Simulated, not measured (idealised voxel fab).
This section sets out a process module, namely voxel capacitor over wiring.
Xsec cut, 180 nm wide, square cell size 5 nm.
A cross-section is written here as square cells arranged in a grid, and it is given in bands from the top down, each band taking up one or more rows of cells. Top, bottom (nm), then materials left to right with widths (nm); lone material tagged "full width" fills the whole band edge to edge; "empty" = empty space. The reference from which all heights are counted is 0, the level beneath which the as-received wafer is entirely one material; the lowest band, having no lower bound, proceeds downward and is written after the example "0 -> down". So if you see something like "30 to 40" for the width, read it as the top row of the band sitting at the first number and the bottom row at the second, with every row in between moving by the same amount as the last. A step reported as "remains unaltered" is a step in which no cell of the cross-section changed. "Voids, sealed" means: voids of 8 cells or more that are shut off from the top with no open way through. Written width x height at distance, distance from the left edge, in nm. Anything after a step's settings on that line? It's the simulator's own note about the step. overlay nm: step with mask; distance mask lay right of planned place; negative value = left of planned place.

### This section lists the process steps that were planned
- 1: op RECEIVE | material Si
- 2: op CONFORMAL_DEP | material SiO2 | thk nm 10
- 3: op CONFORMAL_DEP | material SiN | thk nm 5
- 4: op DIRECTIONAL_DEP | material lowk | thk nm 15
- 5: op DIRECTIONAL_DEP | material aC | thk nm 10
- 6: op PATTERN | tone open | mask id METAL_1 | material resist | width nm 20 | pitch nm 80 | thk nm 30 | overlay nm 0
- 7: op DIRECTIONAL_ETCH | etch materials aC | depth nm 10
- 8: op STRIP | etch materials resist
- 9: op DIRECTIONAL_ETCH | etch materials lowk | depth nm 15
- 10: op DIRECTIONAL_ETCH | etch materials SiN | depth nm 5
- 11: op STRIP | etch materials aC
- 12: op CONFORMAL_DEP | material TiN | thk nm 5
- 13: op FILL_DEP | material W | thk nm 10
- 14: op CMP | height nm 30
- 15: op EPI | material Ru | thk nm 5
- 16: op FILL_DEP | material SiCN | thk nm 5
- 17: op DIRECTIONAL_DEP | material lowk | thk nm 20
- 18: op MASKED_ETCH | tone open | mask id PLUG_1 | width nm 15 | etch materials lowk | depth nm 20 | overlay nm 0
- 19: op MASKED_ETCH | tone open | mask id PLUG_1 | width nm 15 | etch materials SiCN | depth nm 5 | overlay nm 0
- 20: op CONFORMAL_DEP | material TiN | thk nm 5
- 21: op FILL_DEP | material Cu | thk nm 10
- 22: op CMP | height nm 60
- 23: op DIRECTIONAL_DEP | material TiN | thk nm 10
- 24: op DIRECTIONAL_DEP | material Al2O3 | thk nm 5
- 25: op DIRECTIONAL_DEP | material TiN | thk nm 10
- 26: op DIRECTIONAL_DEP | material aC | thk nm 10
- 27: op PATTERN | tone cover | mask id UPPER_PLATE | material resist | width nm 65 | thk nm 30 | overlay nm 0
- 28: op DIRECTIONAL_ETCH | etch materials aC | depth nm 10
- 29: op STRIP | etch materials resist
- 30: op DIRECTIONAL_ETCH | etch materials TiN | depth nm 10
- 31: op DIRECTIONAL_ETCH | etch materials Al2O3 | depth nm 5
- 32: op STRIP | etch materials aC
- 33: op DIRECTIONAL_DEP | material aC | thk nm 15
- 34: op PATTERN | tone cover | mask id LOWER_PLATE | material resist | width nm 75 | thk nm 30 | overlay nm 0
- 35: op DIRECTIONAL_ETCH | etch materials aC | depth nm 15
- 36: op STRIP | etch materials resist
- 37: op DIRECTIONAL_ETCH | etch materials TiN | depth nm 10
- 38: op STRIP | etch materials aC
- 39: op FILL_DEP | material SiO2 | thk nm 15
- 40: op CMP | height nm 95
- 41: op MASKED_ETCH | tone open | mask id PLUG_2 | width nm 15 | etch materials SiO2 | depth nm 10 | overlay nm 0
- 42: op CONFORMAL_DEP | material TiN | thk nm 5
- 43: op FILL_DEP | material W | thk nm 10
- 44: op CMP | height nm 95
- 45: op CONFORMAL_DEP | material SiCN | thk nm 5

### Run as planned: first of two wafers

### Cross-section of the incoming wafer, state after step 1
* 0 -> down = Si full width
* Voids, sealed: none

### Cross-section through the wafer, step 2 finished
* 10 -> 0 = SiO2 full width
* Lower than 0, everything is as it was.

### Cross-section through the wafer, step 3 finished
* 15 -> 10 = SiN full width
* Lower than 10, everything is as it was.

### Cross-section through the wafer, step 4 finished
* 30 -> 15 = lowk full width
* Lower than 15, everything is as it was.

### Cross-section through the wafer, step 5 finished
* 40 -> 30 = aC full width
* Lower than 30, everything is as it was.

### Cross-section through the wafer, step 6 finished
* 70 -> 40 = 40 of resist | 20 of empty | 60 of resist | 20 of empty | 40 of resist
* Lower than 40, everything is as it was.

### Cross-section through the wafer, step 7 finished
* 60 -> 40 = 40 of resist | 20 of empty | 60 of resist | 20 of empty | 40 of resist
* 40 -> 30 = 40 of aC | 20 of empty | 60 of aC | 20 of empty | 40 of aC
* Lower than 30, everything is as it was.

### Cross-section through the wafer, step 8 finished
* 40 -> 30 = 40 of aC | 20 of empty | 60 of aC | 20 of empty | 40 of aC
* Lower than 30, everything is as it was.

### Cross-section through the wafer, step 9 finished
* 40 -> 30 = 40 of aC | 20 of empty | 60 of aC | 20 of empty | 40 of aC
* 30 -> 15 = 40 of lowk | 20 of empty | 60 of lowk | 20 of empty | 40 of lowk
* Lower than 15, everything is as it was.

### Cross-section through the wafer, step 10 finished
* 40 -> 30 = 40 of aC | 20 of empty | 60 of aC | 20 of empty | 40 of aC
* 30 -> 15 = 40 of lowk | 20 of empty | 60 of lowk | 20 of empty | 40 of lowk
* 15 -> 10 = 40 of SiN | 20 of empty | 60 of SiN | 20 of empty | 40 of SiN
* Lower than 10, everything is as it was.

### Cross-section through the wafer, step 11 finished
* 30 -> 15 = 40 of lowk | 20 of empty | 60 of lowk | 20 of empty | 40 of lowk
* Lower than 15, everything is as it was.

### Cross-section through the wafer, step 12 finished
* 35 -> 30 = 45 of TiN | 10 of empty | 70 of TiN | 10 of empty | 45 of TiN
* 30 -> 15 = 40 of lowk | 5 of TiN | 10 of empty | 5 of TiN | 60 of lowk | 5 of TiN | 10 of empty | 5 of TiN | 40 of lowk
* 15 -> 10 = 40 of SiN | 20 of TiN | 60 of SiN | 20 of TiN | 40 of SiN
* Lower than 10, everything is as it was.

### Cross-section through the wafer, step 13 finished
* 45 -> 35 = W full width
* 35 -> 30 = 45 of TiN | 10 of W | 70 of TiN | 10 of W | 45 of TiN
* 30 -> 15 = 40 of lowk | 5 of TiN | 10 of W | 5 of TiN | 60 of lowk | 5 of TiN | 10 of W | 5 of TiN | 40 of lowk
* Lower than 15, everything is as it was.

### Cross-section through the wafer, step 14 finished
* 30 -> 15 = 40 of lowk | 5 of TiN | 10 of W | 5 of TiN | 60 of lowk | 5 of TiN | 10 of W | 5 of TiN | 40 of lowk
* Lower than 15, everything is as it was.

### Cross-section through the wafer, step 15 finished
* 35 -> 30 = 35 of empty | 30 of Ru | 50 of empty | 30 of Ru | 35 of empty
* Lower than 30, everything is as it was.

### Cross-section through the wafer, step 16 finished
* 40 -> 35 = SiCN full width
* 35 -> 30 = 35 of SiCN | 30 of Ru | 50 of SiCN | 30 of Ru | 35 of SiCN
* Lower than 30, everything is as it was.

### Cross-section through the wafer, step 17 finished
* 60 -> 40 = lowk full width
* Lower than 40, everything is as it was.

### Cross-section through the wafer, step 18 finished
* 60 -> 40 = 45 of lowk | 15 of empty | 120 of lowk
* Lower than 40, everything is as it was.

### Cross-section through the wafer, step 19 finished
* 60 -> 40 = 45 of lowk | 15 of empty | 120 of lowk
* 40 -> 35 = 45 of SiCN | 15 of empty | 120 of SiCN
* Lower than 35, everything is as it was.

### Cross-section through the wafer, step 20 finished
* 65 -> 60 = 50 of TiN | 5 of empty | 125 of TiN
* 60 -> 40 = 45 of lowk | 5 of TiN | 5 of empty | 5 of TiN | 120 of lowk
* 40 -> 35 = 45 of SiCN | 15 of TiN | 120 of SiCN
* Lower than 35, everything is as it was.

### Cross-section through the wafer, step 21 finished
* 75 -> 65 = Cu full width
* 65 -> 60 = 50 of TiN | 5 of Cu | 125 of TiN
* 60 -> 40 = 45 of lowk | 5 of TiN | 5 of Cu | 5 of TiN | 120 of lowk
* Lower than 40, everything is as it was.

### Cross-section through the wafer, step 22 finished
* 60 -> 40 = 45 of lowk | 5 of TiN | 5 of Cu | 5 of TiN | 120 of lowk
* Lower than 40, everything is as it was.

### Cross-section through the wafer, step 23 finished
* 70 -> 60 = TiN full width
* Lower than 60, everything is as it was.

### Cross-section through the wafer, step 24 finished
* 75 -> 70 = Al2O3 full width
* Lower than 70, everything is as it was.

### Cross-section through the wafer, step 25 finished
* 85 -> 75 = TiN full width
* Lower than 75, everything is as it was.

### Cross-section through the wafer, step 26 finished
* 95 -> 85 = aC full width
* Lower than 85, everything is as it was.

### Cross-section through the wafer, step 27 finished
* 125 -> 95 = 45 of empty | 65 of resist | 70 of empty
* Lower than 95, everything is as it was.

### Cross-section through the wafer, step 28 finished
* 115 -> 95 = 45 of empty | 65 of resist | 70 of empty
* 95 -> 85 = 45 of empty | 65 of aC | 70 of empty
* Lower than 85, everything is as it was.

### Cross-section through the wafer, step 29 finished
* 95 -> 85 = 45 of empty | 65 of aC | 70 of empty
* Lower than 85, everything is as it was.

### Cross-section through the wafer, step 30 finished
* 95 -> 85 = 45 of empty | 65 of aC | 70 of empty
* 85 -> 75 = 45 of empty | 65 of TiN | 70 of empty
* Lower than 75, everything is as it was.

### Cross-section through the wafer, step 31 finished
* 95 -> 85 = 45 of empty | 65 of aC | 70 of empty
* 85 -> 75 = 45 of empty | 65 of TiN | 70 of empty
* 75 -> 70 = 45 of empty | 65 of Al2O3 | 70 of empty
* Lower than 70, everything is as it was.

### Cross-section through the wafer, step 32 finished
* 85 -> 75 = 45 of empty | 65 of TiN | 70 of empty
* Lower than 75, everything is as it was.

### Cross-section through the wafer, step 33 finished
* 100 -> 85 = 45 of empty | 65 of aC | 70 of empty
* 85 -> 75 = 45 of aC | 65 of TiN | 70 of aC
* 75 -> 70 = 45 of aC | 65 of Al2O3 | 70 of aC
* Lower than 70, everything is as it was.

### Cross-section through the wafer, step 34 finished
* 130 -> 100 = 40 of empty | 75 of resist | 65 of empty
* 100 -> 85 = 40 of empty | 5 of resist | 65 of aC | 5 of resist | 65 of empty
* Lower than 85, everything is as it was.

### Cross-section through the wafer, step 35 finished
* 115 -> 100 = 40 of empty | 75 of resist | 65 of empty
* 100 -> 85 = 40 of empty | 5 of resist | 65 of aC | 5 of resist | 65 of empty
* 85 -> 75 = 40 of empty | 5 of aC | 65 of TiN | 5 of aC | 65 of empty
* 75 -> 70 = 40 of empty | 5 of aC | 65 of Al2O3 | 5 of aC | 65 of empty
* Lower than 70, everything is as it was.

### Cross-section through the wafer, step 36 finished
* 100 -> 85 = 45 of empty | 65 of aC | 70 of empty
* Lower than 85, everything is as it was.

### Cross-section through the wafer, step 37 finished
* 100 -> 85 = 45 of empty | 65 of aC | 70 of empty
* 85 -> 75 = 40 of empty | 5 of aC | 65 of TiN | 5 of aC | 65 of empty
* 75 -> 70 = 40 of empty | 5 of aC | 65 of Al2O3 | 5 of aC | 65 of empty
* 70 -> 60 = 40 of empty | 75 of TiN | 65 of empty
* Lower than 60, everything is as it was.

### Cross-section through the wafer, step 38 finished
* 85 -> 75 = 45 of empty | 65 of TiN | 70 of empty
* 75 -> 70 = 45 of empty | 65 of Al2O3 | 70 of empty
* Lower than 70, everything is as it was.

### Cross-section through the wafer, step 39 finished
* 100 -> 85 = SiO2 full width
* 85 -> 75 = 45 of SiO2 | 65 of TiN | 70 of SiO2
* 75 -> 70 = 45 of SiO2 | 65 of Al2O3 | 70 of SiO2
* 70 -> 60 = 40 of SiO2 | 75 of TiN | 65 of SiO2
* Lower than 60, everything is as it was.

### Cross-section through the wafer, step 40 finished
* 95 -> 85 = SiO2 full width
* Lower than 85, everything is as it was.

### Cross-section through the wafer, step 41 finished
* 95 -> 85 = 55 of SiO2 | 15 of empty | 110 of SiO2
* Lower than 85, everything is as it was.

### Cross-section through the wafer, step 42 finished
* 100 -> 95 = 60 of TiN | 5 of empty | 115 of TiN
* 95 -> 90 = 55 of SiO2 | 5 of TiN | 5 of empty | 5 of TiN | 110 of SiO2
* 90 -> 85 = 55 of SiO2 | 15 of TiN | 110 of SiO2
* Lower than 85, everything is as it was.

### Cross-section through the wafer, step 43 finished
* 110 -> 100 = W full width
* 100 -> 95 = 60 of TiN | 5 of W | 115 of TiN
* 95 -> 90 = 55 of SiO2 | 5 of TiN | 5 of W | 5 of TiN | 110 of SiO2
* Lower than 90, everything is as it was.

### Cross-section through the wafer, step 44 finished
* 95 -> 90 = 55 of SiO2 | 5 of TiN | 5 of W | 5 of TiN | 110 of SiO2
* Lower than 90, everything is as it was.

### Cross-section through the wafer, step 45 finished
* 100 -> 95 = SiCN full width
* Lower than 95, everything is as it was.

### The second wafer was prepared from the same starting point and under the same plan as the first; its processing contained one mistake, and it remains indistinguishable from the first wafer up to and including step 23

### Second wafer: cross-section at the scheduled end of step 24
* 80 -> 60 = TiN full width
* Lower than 60, everything is as it was.

### Second wafer: cross-section at the scheduled end of step 25
* 85 -> 80 = Al2O3 full width
* Lower than 80, everything is as it was.

### Second wafer: cross-section at the scheduled end of step 26
* 95 -> 85 = aC full width
* Lower than 85, everything is as it was.

### Second wafer: cross-section at the scheduled end of step 27
* 125 -> 95 = 45 of empty | 65 of resist | 70 of empty
* Lower than 95, everything is as it was.

### Second wafer: cross-section at the scheduled end of step 28
* 115 -> 95 = 45 of empty | 65 of resist | 70 of empty
* 95 -> 85 = 45 of empty | 65 of aC | 70 of empty
* Lower than 85, everything is as it was.

### Second wafer: cross-section at the scheduled end of step 29
* 95 -> 85 = 45 of empty | 65 of aC | 70 of empty
* Lower than 85, everything is as it was.

Second wafer: cross-section at the scheduled end of step 30: remains unaltered

### Second wafer: cross-section at the scheduled end of step 31
* 95 -> 85 = 45 of empty | 65 of aC | 70 of empty
* 85 -> 80 = 45 of empty | 65 of Al2O3 | 70 of empty
* Lower than 80, everything is as it was.

### Second wafer: cross-section at the scheduled end of step 32
* 85 -> 80 = 45 of empty | 65 of Al2O3 | 70 of empty
* Lower than 80, everything is as it was.

### Second wafer: cross-section at the scheduled end of step 33
* 100 -> 95 = 45 of empty | 65 of aC | 70 of empty
* 95 -> 85 = aC full width
* 85 -> 80 = 45 of aC | 65 of Al2O3 | 70 of aC
* Lower than 80, everything is as it was.

### Second wafer: cross-section at the scheduled end of step 34
* 130 -> 100 = 40 of empty | 75 of resist | 65 of empty
* 100 -> 95 = 40 of empty | 5 of resist | 65 of aC | 5 of resist | 65 of empty
* Lower than 95, everything is as it was.

### Second wafer: cross-section at the scheduled end of step 35
* 115 -> 100 = 40 of empty | 75 of resist | 65 of empty
* 100 -> 95 = 40 of empty | 5 of resist | 65 of aC | 5 of resist | 65 of empty
* 95 -> 85 = 40 of empty | 75 of aC | 65 of empty
* 85 -> 80 = 40 of empty | 5 of aC | 65 of Al2O3 | 5 of aC | 65 of empty
* Lower than 80, everything is as it was.

### Second wafer: cross-section at the scheduled end of step 36
* 100 -> 95 = 45 of empty | 65 of aC | 70 of empty
* Lower than 95, everything is as it was.

### Second wafer: cross-section at the scheduled end of step 37
* 100 -> 95 = 45 of empty | 65 of aC | 70 of empty
* 95 -> 85 = 40 of empty | 75 of aC | 65 of empty
* 85 -> 80 = 40 of empty | 5 of aC | 65 of Al2O3 | 5 of aC | 65 of empty
* 80 -> 70 = 40 of empty | 75 of TiN | 65 of empty
* Lower than 70, everything is as it was.

### Second wafer: cross-section at the scheduled end of step 38
* 85 -> 80 = 45 of empty | 65 of Al2O3 | 70 of empty
* Lower than 80, everything is as it was.

### Second wafer: cross-section at the scheduled end of step 39
* 100 -> 85 = SiO2 full width
* 85 -> 80 = 45 of SiO2 | 65 of Al2O3 | 70 of SiO2
* 80 -> 70 = 40 of SiO2 | 75 of TiN | 65 of SiO2
* Lower than 70, everything is as it was.

### Second wafer: cross-section at the scheduled end of step 40
* 95 -> 85 = SiO2 full width
* Lower than 85, everything is as it was.

### Second wafer: cross-section at the scheduled end of step 41
* 95 -> 85 = 55 of SiO2 | 15 of empty | 110 of SiO2
* Lower than 85, everything is as it was.

### Second wafer: cross-section at the scheduled end of step 42
* 100 -> 95 = 60 of TiN | 5 of empty | 115 of TiN
* 95 -> 90 = 55 of SiO2 | 5 of TiN | 5 of empty | 5 of TiN | 110 of SiO2
* 90 -> 85 = 55 of SiO2 | 15 of TiN | 110 of SiO2
* Lower than 85, everything is as it was.

### Second wafer: cross-section at the scheduled end of step 43
* 110 -> 100 = W full width
* 100 -> 95 = 60 of TiN | 5 of W | 115 of TiN
* 95 -> 90 = 55 of SiO2 | 5 of TiN | 5 of W | 5 of TiN | 110 of SiO2
* Lower than 90, everything is as it was.

### Second wafer: cross-section at the scheduled end of step 44
* 95 -> 90 = 55 of SiO2 | 5 of TiN | 5 of W | 5 of TiN | 110 of SiO2
* Lower than 90, everything is as it was.

### Second wafer: cross-section at the scheduled end of step 45
* 100 -> 95 = SiCN full width
* Lower than 95, everything is as it was.
Where did the run depart from the plan? deviation from plan: step 25 and step 24 executed in one another's positions
The second wafer ends with more or fewer cells of some materials than the first, per final count: 46 fewer of SiO2, 46 more of TiN
